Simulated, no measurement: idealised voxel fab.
The process module presented herein is designated voxel released beams.
For reference, the cross-section in this document is cut, with width 200 nm and square cells of 5 nm.
When this document writes out a cross-section, it uses a grid of square cells and lists it as bands, beginning at the top and moving down, with a band standing for one or more rows of cells.
Each band's line starts with the height of the band's top and of its bottom, in nm. Then come its materials from left to right, each with its width in nm. One material with "throughout" fills the band from edge to edge. "empty" is empty space.
Measure heights from 0. That's the level where, below it, the as-received wafer is all one material. The lowest band is bottomless and extends downward; write it as in "z 0 and below".
With a width like "30..40", each row of cells in the band differs from the next by the same amount, the top row carrying the first number and the bottom row the second.
When a step is marked "nothing was modified", none of the cells in the cross-section changed during that step.
Closed-off voids of 8+ cells (no open route to the top) go in "Non-vented voids", written width x height at distance from the left edge, in nm.
Whatever follows a step's settings on its line is a remark the simulator itself makes about that step.
A step line may carry the setting "overlay nm", which, for steps involving a mask, states the distance by which the mask lay to the right of its intended position; negative values denote displacement to the left.
# Process steps - plan
| 1 | op RECEIVE | material Si |
| 2 | op CONFORMAL_DEP | material Al2O3 | thk nm 10 |
| 3 | op DIRECTIONAL_DEP | material SiO2 | thk nm 20 |
| 4 | op PATTERN | tone open | mask id ANCHOR | material resist | width nm 25 | thk nm 20 | overlay nm 0 |
| 5 | op DIRECTIONAL_ETCH | etch materials SiO2 | depth nm 20 |
| 6 | op STRIP | etch materials resist |
| 7 | op CONFORMAL_DEP | material W | thk nm 10 |
| 8 | op MASKED_ETCH | tone cover | mask id BEAM | width nm 90 | etch materials W | depth nm 10 | overlay nm 0 |
| 9 | op STRIP | etch materials SiO2 |
# As-received wafer cross-section (after step 1)
- z 0 and below: Si throughout
- Non-vented voids: none
# First of two wafers, end-of-module section, run followed plan
- z 40 to 30: empty (50)  W (15)  empty (5)  W (70)  empty (60)
- z 30 to 20: empty (55)  W (10)  empty (5)  W (10)  empty (120)
- z 20 to 10: empty (55)  W (25)  empty (120)
- z 10 to 0: Al2O3 throughout
- z 0 and below: Si throughout
- Non-vented voids: none
# Now the second wafer, cross-sectioned at the end of the module. Nothing different at the start, nothing different in the plan compared with the first, just one mistake when it was actually run
- z 30 to 10: SiO2 (55)  empty (25)  SiO2 (120)
- z 10 to 0: Al2O3 throughout
- z 0 and below: Si throughout
- Non-vented voids: none
Error vs. plan: contrary to plan, step 9 was performed as op STRIP | etch materials W
Count the cells at the end and the second wafer has more or fewer of some materials than the first: +140 SiO2 | -52 W
